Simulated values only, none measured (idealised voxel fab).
The name of this process module is voxel self aligned vias.
Section cut is 145 nm wide and gridded with 5 nm square cells.
For the purposes of this document, a cross-section shall be understood as a grid of square cells, specified as bands listed in top-to-bottom order, each band consisting of one or more rows of cells.
Read a band's entry like this: the first values are the height of its top and the height of its bottom in nm, and what follows is the sequence of materials from left to right, each with its width in nm. Note that "empty" is empty space, and that a single material marked "edge to edge" reaches across the band from edge to edge.
The level at which height equals 0 is the one under which the wafer, as it arrives, is entirely one material. No lower edge exists for the bottom band, which continues downward and is notated as in "z 0 and below".
Graded width ("30..40"): value in top row of band = first number; value in bottom row = second number; row-to-row change constant.
The designation "same as before", where it is given for a processing step, indicates that no cell of the cross-section was altered in the course of that step.
In the "Sealed voids" entry, you get each enclosed empty space of 8 cells or more, one with no open way to the top, written width x height at distance, distance from the left edge, in nm.
If you see something after the settings on a step's line, that's the simulator's own remark about that step.
"overlay nm", when on a step's line for a step with a mask, measures how far to the right of its planned place the mask lay; a negative measure means to the left.

[The process steps that were planned are listed below]
| 1 | RECEIVE,material Si |
| 2 | CONFORMAL_DEP,material SiO2,thk nm 10 |
| 3 | CONFORMAL_DEP,material SiCN,thk nm 5 |
| 4 | DIRECTIONAL_DEP,material SiO2,thk nm 30 |
| 5 | DIRECTIONAL_DEP,material aC,thk nm 10 |
| 6 | PATTERN,tone open,mask id LINES,material resist,width nm 30,pitch nm 65,thk nm 25,overlay nm 0 |
| 7 | DIRECTIONAL_ETCH,etch materials aC,depth nm 10 |
| 8 | STRIP,etch materials resist |
| 9 | DIRECTIONAL_ETCH,etch materials SiO2,depth nm 30 |
| 10 | STRIP,etch materials aC |
| 11 | CONFORMAL_DEP,material TiN,thk nm 5 |
| 12 | FILL_DEP,material W,thk nm 5 |
| 13 | CMP,height nm 45 |
| 14 | SELECTIVE_ETCH,etch materials W Ru TiN,depth nm 10 |
| 15 | FILL_DEP,material SiN,thk nm 10 |
| 16 | CMP,height nm 45 |
| 17 | DIRECTIONAL_DEP,material SiO2,thk nm 20 |
| 18 | MASKED_ETCH,tone open,mask id VIAS,width nm 50,etch materials SiO2,depth nm 20,overlay nm 0 |
| 19 | MASKED_ETCH,tone open,mask id VIAS,width nm 50,etch materials SiN,depth nm 10,overlay nm 0 |
| 20 | CONFORMAL_DEP,material TiN,thk nm 5 |
| 21 | FILL_DEP,material Cu,thk nm 10 |
| 22 | CMP,height nm 65 |
| 23 | CONFORMAL_DEP,material SiCN,thk nm 5 |

[First of two wafers: run as planned]

[This is the cross-section of the wafer as we received it, i.e. after step 1]
  z 0 and below: Si edge to edge
  Sealed voids: none

[Step 2 done - wafer cross-section]
  z 10 to 0: SiO2 edge to edge
  All layers under 0 are left as they were.

[Step 3 done - wafer cross-section]
  z 15 to 10: SiCN edge to edge
  All layers under 10 are left as they were.

[Step 4 done - wafer cross-section]
  z 45 to 15: SiO2 edge to edge
  All layers under 15 are left as they were.

[Step 5 done - wafer cross-section]
  z 55 to 45: aC edge to edge
  All layers under 45 are left as they were.

[Step 6 done - wafer cross-section]
  z 80 to 55: resist (25), empty (30), resist (35), empty (30), resist (25)
  All layers under 55 are left as they were.

[Step 7 done - wafer cross-section]
  z 70 to 55: resist (25), empty (30), resist (35), empty (30), resist (25)
  z 55 to 45: aC (25), empty (30), aC (35), empty (30), aC (25)
  All layers under 45 are left as they were.

[Step 8 done - wafer cross-section]
  z 55 to 45: aC (25), empty (30), aC (35), empty (30), aC (25)
  All layers under 45 are left as they were.

[Step 9 done - wafer cross-section]
  z 55 to 45: aC (25), empty (30), aC (35), empty (30), aC (25)
  z 45 to 15: SiO2 (25), empty (30), SiO2 (35), empty (30), SiO2 (25)
  All layers under 15 are left as they were.

[Step 10 done - wafer cross-section]
  z 45 to 15: SiO2 (25), empty (30), SiO2 (35), empty (30), SiO2 (25)
  All layers under 15 are left as they were.

[Step 11 done - wafer cross-section]
  z 50 to 45: TiN (30), empty (20), TiN (45), empty (20), TiN (30)
  z 45 to 20: SiO2 (25), TiN (5), empty (20), TiN (5), SiO2 (35), TiN (5), empty (20), TiN (5), SiO2 (25)
  z 20 to 15: SiO2 (25), TiN (30), SiO2 (35), TiN (30), SiO2 (25)
  All layers under 15 are left as they were.

[Step 12 done - wafer cross-section]
  z 55 to 50: W edge to edge
  z 50 to 45: TiN (30), W (20), TiN (45), W (20), TiN (30)
  z 45 to 20: SiO2 (25), TiN (5), W (20), TiN (5), SiO2 (35), TiN (5), W (20), TiN (5), SiO2 (25)
  All layers under 20 are left as they were.

[Step 13 done - wafer cross-section]
  z 45 to 20: SiO2 (25), TiN (5), W (20), TiN (5), SiO2 (35), TiN (5), W (20), TiN (5), SiO2 (25)
  All layers under 20 are left as they were.

[Step 14 done - wafer cross-section]
  z 45 to 35: SiO2 (25), empty (30), SiO2 (35), empty (30), SiO2 (25)
  All layers under 35 are left as they were.

[Step 15 done - wafer cross-section]
  z 55 to 45: SiN edge to edge
  z 45 to 35: SiO2 (25), SiN (30), SiO2 (35), SiN (30), SiO2 (25)
  All layers under 35 are left as they were.

[Step 16 done - wafer cross-section]
  z 45 to 35: SiO2 (25), SiN (30), SiO2 (35), SiN (30), SiO2 (25)
  All layers under 35 are left as they were.

[Step 17 done - wafer cross-section]
  z 65 to 45: SiO2 edge to edge
  All layers under 45 are left as they were.

[Step 18 done - wafer cross-section]
  z 65 to 45: SiO2 (15), empty (50), SiO2 (80)
  All layers under 45 are left as they were.

[Step 19 done - wafer cross-section]
  z 65 to 45: SiO2 (15), empty (50), SiO2 (80)
  z 45 to 35: SiO2 (25), empty (30), SiO2 (35), SiN (30), SiO2 (25)
  All layers under 35 are left as they were.

[Step 20 done - wafer cross-section]
  z 70 to 65: TiN (20), empty (40), TiN (85)
  z 65 to 50: SiO2 (15), TiN (5), empty (40), TiN (5), SiO2 (80)
  z 50 to 45: SiO2 (15), TiN (15), empty (20), TiN (15), SiO2 (80)
  z 45 to 40: SiO2 (25), TiN (5), empty (20), TiN (5), SiO2 (35), SiN (30), SiO2 (25)
  z 40 to 35: SiO2 (25), TiN (30), SiO2 (35), SiN (30), SiO2 (25)
  All layers under 35 are left as they were.

[Step 21 done - wafer cross-section]
  z 80 to 70: Cu edge to edge
  z 70 to 65: TiN (20), Cu (40), TiN (85)
  z 65 to 50: SiO2 (15), TiN (5), Cu (40), TiN (5), SiO2 (80)
  z 50 to 45: SiO2 (15), TiN (15), Cu (20), TiN (15), SiO2 (80)
  z 45 to 40: SiO2 (25), TiN (5), Cu (20), TiN (5), SiO2 (35), SiN (30), SiO2 (25)
  All layers under 40 are left as they were.

[Step 22 done - wafer cross-section]
  z 65 to 50: SiO2 (15), TiN (5), Cu (40), TiN (5), SiO2 (80)
  All layers under 50 are left as they were.

[Step 23 done - wafer cross-section]
  z 70 to 65: SiCN edge to edge
  All layers under 65 are left as they were.

[Second Wafer (Identical Start and Plan, One Processing Error; Matches First Wafer Through Step 5)]

[Cross-section of the second wafer at the time by which step 6 should have been completed according to the plan]
  z 80 to 55: empty (25), resist (30), empty (35), resist (30), empty (25)
  All layers under 55 are left as they were.

[Cross-section of the second wafer at the time by which step 7 should have been completed according to the plan]
  z 70 to 55: empty (25), resist (30), empty (35), resist (30), empty (25)
  z 55 to 45: empty (25), aC (30), empty (35), aC (30), empty (25)
  All layers under 45 are left as they were.

[Cross-section of the second wafer at the time by which step 8 should have been completed according to the plan]
  z 55 to 45: empty (25), aC (30), empty (35), aC (30), empty (25)
  All layers under 45 are left as they were.

[Cross-section of the second wafer at the time by which step 9 should have been completed according to the plan]
  z 55 to 45: empty (25), aC (30), empty (35), aC (30), empty (25)
  z 45 to 15: empty (25), SiO2 (30), empty (35), SiO2 (30), empty (25)
  All layers under 15 are left as they were.

[Cross-section of the second wafer at the time by which step 10 should have been completed according to the plan]
  z 45 to 15: empty (25), SiO2 (30), empty (35), SiO2 (30), empty (25)
  All layers under 15 are left as they were.

[Cross-section of the second wafer at the time by which step 11 should have been completed according to the plan]
  z 50 to 45: empty (20), TiN (40), empty (25), TiN (40), empty (20)
  z 45 to 20: empty (20), TiN (5), SiO2 (30), TiN (5), empty (25), TiN (5), SiO2 (30), TiN (5), empty (20)
  z 20 to 15: TiN (25), SiO2 (30), TiN (35), SiO2 (30), TiN (25)
  All layers under 15 are left as they were.

[Cross-section of the second wafer at the time by which step 12 should have been completed according to the plan]
  z 55 to 50: W edge to edge
  z 50 to 45: W (20), TiN (40), W (25), TiN (40), W (20)
  z 45 to 20: W (20), TiN (5), SiO2 (30), TiN (5), W (25), TiN (5), SiO2 (30), TiN (5), W (20)
  All layers under 20 are left as they were.

[Cross-section of the second wafer at the time by which step 13 should have been completed according to the plan]
  z 45 to 20: W (20), TiN (5), SiO2 (30), TiN (5), W (25), TiN (5), SiO2 (30), TiN (5), W (20)
  All layers under 20 are left as they were.

[Cross-section of the second wafer at the time by which step 14 should have been completed according to the plan]
  z 45 to 35: empty (25), SiO2 (30), empty (35), SiO2 (30), empty (25)
  All layers under 35 are left as they were.

[Cross-section of the second wafer at the time by which step 15 should have been completed according to the plan]
  z 55 to 45: SiN edge to edge
  z 45 to 35: SiN (25), SiO2 (30), SiN (35), SiO2 (30), SiN (25)
  All layers under 35 are left as they were.

[Cross-section of the second wafer at the time by which step 16 should have been completed according to the plan]
  z 45 to 35: SiN (25), SiO2 (30), SiN (35), SiO2 (30), SiN (25)
  All layers under 35 are left as they were.

[Cross-section of the second wafer at the time by which step 17 should have been completed according to the plan]
  z 65 to 45: SiO2 edge to edge
  All layers under 45 are left as they were.

[Cross-section of the second wafer at the time by which step 18 should have been completed according to the plan]
  z 65 to 45: SiO2 (15), empty (50), SiO2 (80)
  All layers under 45 are left as they were.

[Cross-section of the second wafer at the time by which step 19 should have been completed according to the plan]
  z 65 to 45: SiO2 (15), empty (50), SiO2 (80)
  z 45 to 35: SiN (15), empty (10), SiO2 (30), empty (10), SiN (25), SiO2 (30), SiN (25)
  All layers under 35 are left as they were.

[Cross-section of the second wafer at the time by which step 20 should have been completed according to the plan]
  z 70 to 65: TiN (20), empty (40), TiN (85)
  z 65 to 50: SiO2 (15), TiN (5), empty (40), TiN (5), SiO2 (80)
  z 50 to 45: SiO2 (15), TiN (50), SiO2 (80)
  z 45 to 35: SiN (15), TiN (10), SiO2 (30), TiN (10), SiN (25), SiO2 (30), SiN (25)
  All layers under 35 are left as they were.

[Cross-section of the second wafer at the time by which step 21 should have been completed according to the plan]
  z 80 to 70: Cu edge to edge
  z 70 to 65: TiN (20), Cu (40), TiN (85)
  z 65 to 50: SiO2 (15), TiN (5), Cu (40), TiN (5), SiO2 (80)
  All layers under 50 are left as they were.

[Cross-section of the second wafer at the time by which step 22 should have been completed according to the plan]
  z 65 to 50: SiO2 (15), TiN (5), Cu (40), TiN (5), SiO2 (80)
  All layers under 50 are left as they were.

[Cross-section of the second wafer at the time by which step 23 should have been completed according to the plan]
  z 70 to 65: SiCN edge to edge
  All layers under 65 are left as they were.
Short version of what went wrong: step 6 went in with a setting other than planned; the actual run was PATTERN,tone cover,mask id LINES,material resist,width nm 30,pitch nm 65,thk nm 25,overlay nm 0
Final difference in cells, second wafer against first, listed per material as more or fewer: 8 fewer of Cu, 14 more of SiN, 30 fewer of SiO2, 9 more of TiN, 15 more of W
